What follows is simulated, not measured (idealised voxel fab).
Documented hereafter: the process module known as voxel gate over fins.
Square cells of 5 nm make up the cross-section cut, whose width is 280 nm.
Square cells in a grid make up a cross-section in this document, and the grid is given as bands, listed from the top down, each one or more rows of cells.
This entry defines a band. It first specifies the height of the band's top and the height of its bottom in nm, and then specifies the band's materials from left to right, stating each material with its width in nm. The word "throughout" identifies a single material that fills the band from edge to edge, while the word "air" identifies empty space.
Height datum 0, below which the as-received substrate wafer is one material. Lowest band open at the bottom, running downward: "z 0 and below".
A width given as "30->40" starts at the first number in the band's top row and ends at the second number in its bottom row, shifting by an equal amount at every step from row to row.
For the purposes of this document, the phrase "identical to before" attached to a step denotes that no cell within the cross-section was modified by that step.
Look at "Sealed internal voids" for the closed voids: empty spaces with no open path to the top, sized 8 cells or up. Each is width x height at distance, distance from the left edge, all nm.
On a step's line, text after the settings is the simulator commenting on that step.
overlay nm: where the mask lay relative to plan, measured to the right, on steps with a mask; negatives go left.

Listed below are the process steps as planned
| 1 | op RECEIVE | material Si |
| 2 | op CONFORMAL_DEP | material SiN | thk nm 5 |
| 3 | op PATTERN | tone cover | mask id FINS | material resist | width nm 15 | pitch nm 35 | thk nm 15 | overlay nm 0 |
| 4 | op DIRECTIONAL_ETCH | etch materials SiN | depth nm 5 |
| 5 | op DIRECTIONAL_ETCH | etch materials Si | depth nm 40 |
| 6 | op STRIP | etch materials resist |
| 7 | op OXIDIZE | depth nm 5 |
| 8 | op FILL_DEP | material SiO2 | thk nm 15 |
| 9 | op CMP | height nm 5 |
| 10 | op SELECTIVE_ETCH | etch materials SiO2 | depth nm 15 |
| 11 | op STRIP | etch materials SiN |
| 12 | op CONFORMAL_DEP | material HfO2 | thk nm 5 |
| 13 | op CONFORMAL_DEP | material TiN | thk nm 5 |
| 14 | op CONFORMAL_DEP | material TiAl | thk nm 5 |
| 15 | op CONFORMAL_DEP | material TiN | thk nm 5 |
| 16 | op FILL_DEP | material W | thk nm 10 |
| 17 | op CMP | height nm 25 |
| 18 | op CONFORMAL_DEP | material SiN | thk nm 10 |

Cross-sectional view of the wafer in its as-received condition, corresponding to the state after step 1
	z 0 and below = Si throughout
	Sealed internal voids: none

The module was run from the start shown above using the plan shown above, but one mistake was made doing it; the resulting wafer cross-section is below
	z 35 to 25 = SiN throughout
	z 25 to 20 = W throughout
	z 20 to 15 = W 80 nm  TiN 115 nm  W 85 nm
	z 15 to 10 = W 80 nm  TiN 5 nm  TiAl 105 nm  TiN 5 nm  W 85 nm
	z 10 to 5 = TiN 85 nm  TiAl 105 nm  TiN 90 nm
	z 5 to 0 = TiAl 95 nm  HfO2 15 nm  TiAl 20 nm  HfO2 15 nm  TiAl 20 nm  HfO2 15 nm  TiAl 100 nm
	z 0 to -5 = TiAl 95 nm  HfO2 5 nm  Si 5 nm  HfO2 5 nm  TiAl 20 nm  HfO2 5 nm  Si 5 nm  HfO2 5 nm  TiAl 20 nm  HfO2 5 nm  Si 5 nm  HfO2 5 nm  TiAl 100 nm
	z -5 to -10 = HfO2 100 nm  Si 5 nm  HfO2 30 nm  Si 5 nm  HfO2 30 nm  Si 5 nm  HfO2 105 nm
	z -10 to -45 = SiO2 100 nm  Si 5 nm  SiO2 30 nm  Si 5 nm  SiO2 30 nm  Si 5 nm  SiO2 105 nm
	z -45 and below = Si throughout
	Sealed internal voids: none
What was done differently from what was planned? step 13 did not use the planned setting and instead ran as op CONFORMAL_DEP | material TiAl | thk nm 5
